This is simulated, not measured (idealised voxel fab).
process module | voxel capacitor over wiring
cross-section cut | 280 nm wide | cells 5 nm
A cross-section is a grid of square cells, given in bands from the top down. A band is one or more rows of cells.
Each band's line starts with the height of the band's top and of its bottom, in nm. Then come its materials from left to right, each with its width in nm. One material with "throughout" fills the band from edge to edge. "air" is empty space.
Height 0 is the level under which the wafer as received is all one material. The lowest band goes on downwards, as in "0 down".
A width such as "30 to 40" changes by the same amount from each row of cells to the next, from the band's top row to its bottom row.
"no change" after a step means that no cell of the cross-section changed.
closed voids: empty space of 8 cells or more with no open way to the top, each as width x height at its distance from the left edge, in nm
after a step's settings: what the simulator itself notes on the step
overlay nm, on a step with a mask: how far to the right of its planned place the mask lay; to the left if negative
plan
1 op RECEIVE | material Si
2 op CONFORMAL_DEP | material SiO2 | thk nm 10
3 op DIRECTIONAL_DEP | material TiN | thk nm 5
4 op DIRECTIONAL_DEP | material Ru | thk nm 15
5 op PATTERN | tone cover | mask id METAL_1 | material resist | width nm 25 | pitch nm 80 | thk nm 20 | overlay nm 0
6 op DIRECTIONAL_ETCH | etch materials Ru | depth nm 15
7 op DIRECTIONAL_ETCH | etch materials TiN | depth nm 5
8 op STRIP | etch materials resist
9 op CONFORMAL_DEP | material SiN | thk nm 5
10 op FILL_DEP | material SiO2 | thk nm 10
11 op CMP | height nm 30
12 op CONFORMAL_DEP | material SiCN | thk nm 5
13 op DIRECTIONAL_DEP | material lowk | thk nm 10
14 op DIRECTIONAL_DEP | material aC | thk nm 15
15 op PATTERN | tone open | mask id PLUG_1 | material resist | width nm 15 | thk nm 35 | overlay nm -15
16 op DIRECTIONAL_ETCH | etch materials aC | depth nm 15
17 op STRIP | etch materials resist
18 op DIRECTIONAL_ETCH | etch materials lowk | depth nm 10
19 op DIRECTIONAL_ETCH | etch materials SiCN | depth nm 5
20 op STRIP | etch materials aC
21 op CONFORMAL_DEP | material TiN | thk nm 5
22 op FILL_DEP | material W | thk nm 10
23 op CMP | height nm 45
24 op DIRECTIONAL_DEP | material TiN | thk nm 10
25 op DIRECTIONAL_DEP | material Al2O3 | thk nm 5
26 op DIRECTIONAL_DEP | material TiN | thk nm 10
27 op PATTERN | tone cover | mask id UPPER_PLATE | material resist | width nm 60 | thk nm 15 | overlay nm 0
28 op DIRECTIONAL_ETCH | etch materials TiN | depth nm 10
29 op DIRECTIONAL_ETCH | etch materials Al2O3 | depth nm 5
30 op STRIP | etch materials resist
31 op MASKED_ETCH | tone cover | mask id LOWER_PLATE | width nm 70 | etch materials TiN | depth nm 10 | overlay nm 0
32 op FILL_DEP | material SiO2 | thk nm 20
33 op CMP | height nm 85
34 op PATTERN | tone open | mask id PLUG_2 | material resist | width nm 15 | thk nm 15 | overlay nm 0
35 op DIRECTIONAL_ETCH | etch materials SiO2 | depth nm 15
36 op STRIP | etch materials resist
37 op CONFORMAL_DEP | material TiN | thk nm 5
38 op FILL_DEP | material Ru | thk nm 10
39 op CMP | height nm 85
40 op CONFORMAL_DEP | material SiCN | thk nm 5
varied across the wafers: overlay nm of step 15. The plan shows the first wafer's value. All wafers start alike
first wafer as received, after step 1
  0 down: Si throughout
  closed voids: none
first wafer at the end, after step 40
  90 to 85: SiCN throughout
  85 to 75: SiO2 105 | TiN 5 | Ru 5 | TiN 5 | SiO2 160
  75 to 70: SiO2 105 | TiN 15 | SiO2 160
  70 to 60: SiO2 95 | TiN 60 | SiO2 125
  60 to 55: SiO2 95 | Al2O3 60 | SiO2 125
  55 to 45: SiO2 90 | TiN 70 | SiO2 120
  45 to 35: lowk 80 | TiN 5 | W 5 | TiN 5 | lowk 185
  35 to 30: SiCN 80 | TiN 15 | SiCN 185
  30 to 15: SiO2 80 | SiN 5 | Ru 25 | SiN 5 | SiO2 45 | SiN 5 | Ru 25 | SiN 5 | SiO2 85
  15 to 10: SiN 85 | TiN 25 | SiN 55 | TiN 25 | SiN 90
  10 to 0: SiO2 throughout
  0 down: Si throughout
  closed voids: none
last wafer at the end
  90 to 85: SiCN throughout
  85 to 75: SiO2 105 | TiN 5 | Ru 5 | TiN 5 | SiO2 160
  75 to 70: SiO2 105 | TiN 15 | SiO2 160
  70 to 60: SiO2 95 | TiN 60 | SiO2 125
  60 to 55: SiO2 95 | Al2O3 60 | SiO2 125
  55 to 45: SiO2 90 | TiN 70 | SiO2 120
  45 to 35: lowk 110 | TiN 5 | W 5 | TiN 5 | lowk 155
  35 to 30: SiCN 110 | TiN 15 | SiCN 155
  30 to 15: SiO2 80 | SiN 5 | Ru 25 | SiN 5 | SiO2 45 | SiN 5 | Ru 25 | SiN 5 | SiO2 85
  15 to 10: SiN 85 | TiN 25 | SiN 55 | TiN 25 | SiN 90
  10 to 0: SiO2 throughout
  0 down: Si throughout
  closed voids: none
each wafer at the end: cells of each material gained (+) or lost (-) since it was received, then its closed voids
overlay nm -15 | +12 Al2O3 | +32 Ru | +109 SiCN | +58 SiN | +613 SiO2 | +76 TiN | +2 W | +106 lowk | closed voids: none
overlay nm -10 | +12 Al2O3 | +32 Ru | +109 SiCN | +58 SiN | +613 SiO2 | +76 TiN | +2 W | +106 lowk | closed voids: none
overlay nm -5 | +12 Al2O3 | +32 Ru | +109 SiCN | +58 SiN | +613 SiO2 | +76 TiN | +2 W | +106 lowk | closed voids: none
overlay nm 0 | +12 Al2O3 | +32 Ru | +109 SiCN | +58 SiN | +613 SiO2 | +76 TiN | +2 W | +106 lowk | closed voids: none
overlay nm 5 | +12 Al2O3 | +32 Ru | +109 SiCN | +58 SiN | +613 SiO2 | +76 TiN | +2 W | +106 lowk | closed voids: none
overlay nm 10 | +12 Al2O3 | +32 Ru | +109 SiCN | +58 SiN | +613 SiO2 | +76 TiN | +2 W | +106 lowk | closed voids: none
overlay nm 15 | +12 Al2O3 | +32 Ru | +109 SiCN | +58 SiN | +613 SiO2 | +76 TiN | +2 W | +106 lowk | closed voids: none
